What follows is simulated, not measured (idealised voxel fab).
Process module in this document: voxel tone inversion
For reference, the cross-section in this document is cut, with width 200 nm and square cells of 5 nm.
Cross-section, as written here: a square-cell grid given band by band from the top down, where a band holds one or more rows of cells. Top height, bottom height, nm. Materials left to right, width each, nm. Single material + "throughout" = fills band edge to edge. "air" = empty. Heights from 0 (as-received wafer is one material below). Bottom band endless downward, as "0 -> down". A two-number width, for instance "30..40", indicates that the width is equal to the first number in the top row of the band and to the second number in the bottom row, and that it changes by a constant amount per row of cells. Take "stayed the same" at face value: in the step it is given for, the cross-section changed in none of its cells. Any empty space of 8 cells or more lacking an open way to the top shows up in "Enclosed internal voids" as width x height at distance, distance from the left edge, in nm. On each step's line, the part that comes after the settings is the simulator's own comment on the step. overlay nm: on a step with a mask, how far right of its planned place the mask lay; negative means left.
[List of planned process steps]
1) RECEIVE | material Si
2) CONFORMAL_DEP | material SiN | thk nm 5
3) DIRECTIONAL_DEP | material aC | thk nm 20
4) PATTERN | tone cover | mask id POSTS | material resist | width nm 25 | pitch nm 40 | thk nm 30 | overlay nm 0
5) DIRECTIONAL_ETCH | etch materials aC | depth nm 20
6) STRIP | etch materials resist
7) FILL_DEP | material lowk | thk nm 10
8) CMP | height nm 25
9) STRIP | etch materials aC
10) CONFORMAL_DEP | material TiN | thk nm 5
11) FILL_DEP | material Cu | thk nm 10
12) CMP | height nm 25
13) CONFORMAL_DEP | material SiN | thk nm 5
[Of two wafers, the first: run according to plan]
[So this is the incoming wafer in cross-section - it's already been through step 1]
  0 -> down | Si throughout
  Enclosed internal voids: none
[Cross-sectional representation of the wafer at the conclusion of step 2]
  5 -> 0 | SiN throughout
  Anything lower than 0 is untouched.
[Cross-sectional representation of the wafer at the conclusion of step 3]
  25 -> 5 | aC throughout
  Anything lower than 5 is untouched.
[Cross-sectional representation of the wafer at the conclusion of step 4]
  55 -> 25 | 45 of air / 25 of resist / 15 of air / 25 of resist / 15 of air / 25 of resist / 50 of air
  Anything lower than 25 is untouched.
[Cross-sectional representation of the wafer at the conclusion of step 5]
  35 -> 25 | 45 of air / 25 of resist / 15 of air / 25 of resist / 15 of air / 25 of resist / 50 of air
  25 -> 5 | 45 of air / 25 of aC / 15 of air / 25 of aC / 15 of air / 25 of aC / 50 of air
  Anything lower than 5 is untouched.
[Cross-sectional representation of the wafer at the conclusion of step 6]
  25 -> 5 | 45 of air / 25 of aC / 15 of air / 25 of aC / 15 of air / 25 of aC / 50 of air
  Anything lower than 5 is untouched.
[Cross-sectional representation of the wafer at the conclusion of step 7]
  35 -> 25 | lowk throughout
  25 -> 5 | 45 of lowk / 25 of aC / 15 of lowk / 25 of aC / 15 of lowk / 25 of aC / 50 of lowk
  Anything lower than 5 is untouched.
[Cross-sectional representation of the wafer at the conclusion of step 8]
  25 -> 5 | 45 of lowk / 25 of aC / 15 of lowk / 25 of aC / 15 of lowk / 25 of aC / 50 of lowk
  Anything lower than 5 is untouched.
[Cross-sectional representation of the wafer at the conclusion of step 9]
  25 -> 5 | 45 of lowk / 25 of air / 15 of lowk / 25 of air / 15 of lowk / 25 of air / 50 of lowk
  Anything lower than 5 is untouched.
[Cross-sectional representation of the wafer at the conclusion of step 10]
  30 -> 25 | 50 of TiN / 15 of air / 25 of TiN / 15 of air / 25 of TiN / 15 of air / 55 of TiN
  25 -> 10 | 45 of lowk / 5 of TiN / 15 of air / 5 of TiN / 15 of lowk / 5 of TiN / 15 of air / 5 of TiN / 15 of lowk / 5 of TiN / 15 of air / 5 of TiN / 50 of lowk
  10 -> 5 | 45 of lowk / 25 of TiN / 15 of lowk / 25 of TiN / 15 of lowk / 25 of TiN / 50 of lowk
  Anything lower than 5 is untouched.
[Cross-sectional representation of the wafer at the conclusion of step 11]
  40 -> 30 | Cu throughout
  30 -> 25 | 50 of TiN / 15 of Cu / 25 of TiN / 15 of Cu / 25 of TiN / 15 of Cu / 55 of TiN
  25 -> 10 | 45 of lowk / 5 of TiN / 15 of Cu / 5 of TiN / 15 of lowk / 5 of TiN / 15 of Cu / 5 of TiN / 15 of lowk / 5 of TiN / 15 of Cu / 5 of TiN / 50 of lowk
  Anything lower than 10 is untouched.
[Cross-sectional representation of the wafer at the conclusion of step 12]
  25 -> 10 | 45 of lowk / 5 of TiN / 15 of Cu / 5 of TiN / 15 of lowk / 5 of TiN / 15 of Cu / 5 of TiN / 15 of lowk / 5 of TiN / 15 of Cu / 5 of TiN / 50 of lowk
  Anything lower than 10 is untouched.
[Cross-sectional representation of the wafer at the conclusion of step 13]
  30 -> 25 | SiN throughout
  Anything lower than 25 is untouched.
[Second wafer. Start and plan as for the first. One mistake made in running. Agrees with the first up to and including step 11]
Cross-sectional representation of the second wafer at the time designated in the plan for the completion of step 12: stayed the same
[Cross-sectional representation of the second wafer at the time designated in the plan for the completion of step 13]
  45 -> 40 | SiN throughout
  Anything lower than 40 is untouched.
What was done differently from what was planned? the run left out plan step 12 entirely, so it was never executed
Final difference in cells, second wafer against first, listed per material as more or fewer: +89 Cu, +31 TiN
